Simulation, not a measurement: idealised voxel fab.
Process module under the name voxel released beams
Cross-section cut: width 205 nm, square cells of 5 nm.
Cross-section layout: square cells on a grid; listed as bands, top to bottom; a band spans one or more cell rows.
In this notation a band is specified by the heights of its top and bottom, in that order and in nm, after which its materials appear from left to right, each paired with its width in nm. The word "full width" attached to a single material means that material fills the band from edge to edge; the word "air" stands for empty space.
It should be noted that heights are counted from 0, beneath which the wafer as supplied is of one material throughout, and that the lowest band possesses no lower boundary but continues downward, as written in "top 0, no bottom".
A width given as "30 to 40" starts at the first number in the band's top row and ends at the second number in its bottom row, shifting by an equal amount at every step from row to row.
"changes: none" -> step changed no cross-section cell.
"Closed void table": sealed empty spaces, 8 cells or more, no open way to top, listed width x height at distance, with distance from the left edge and width, height and distance in nm.
Post-settings text on a step line: simulator's own remark regarding the step.
The setting "overlay nm" may be written on the line of a step. When the step uses a mask, the value reports how far to the right of the planned place the mask lay, and a negative value reports that it lay to the left.
The process steps that were planned are listed below
1 RECEIVE: material Si
2 CONFORMAL_DEP: material SiN, thk nm 5
3 DIRECTIONAL_DEP: material SiO2, thk nm 15
4 PATTERN: tone open, mask id ANCHOR, material resist, width nm 35, thk nm 20, overlay nm 0
5 DIRECTIONAL_ETCH: etch materials SiO2, depth nm 15
6 STRIP: etch materials resist
7 CONFORMAL_DEP: material TiN, thk nm 15
8 PATTERN: tone cover, mask id BEAM, material resist, width nm 105, thk nm 15, overlay nm 0
9 DIRECTIONAL_ETCH: etch materials TiN, depth nm 15
10 STRIP: etch materials resist
11 STRIP: etch materials SiO2
Wafer at receipt (post step 1), cross-section
* top 0, no bottom  Si full width
* Closed void table: none
Cross-section at module end, one run error; start and plan unchanged from above
* top 35, bottom 20  air=45; TiN=55; air=105
* top 20, bottom 5  air=35; TiN=15; SiO2=35; TiN=65; air=55
* top 5, bottom 0  SiN full width
* top 0, no bottom  Si full width
* Closed void table: none
The mistake made against the process plan was this: so step 4 ended up running with a different setting than we planned, it ran as PATTERN: tone cover, mask id ANCHOR, material resist, width nm 35, thk nm 20, overlay nm 0
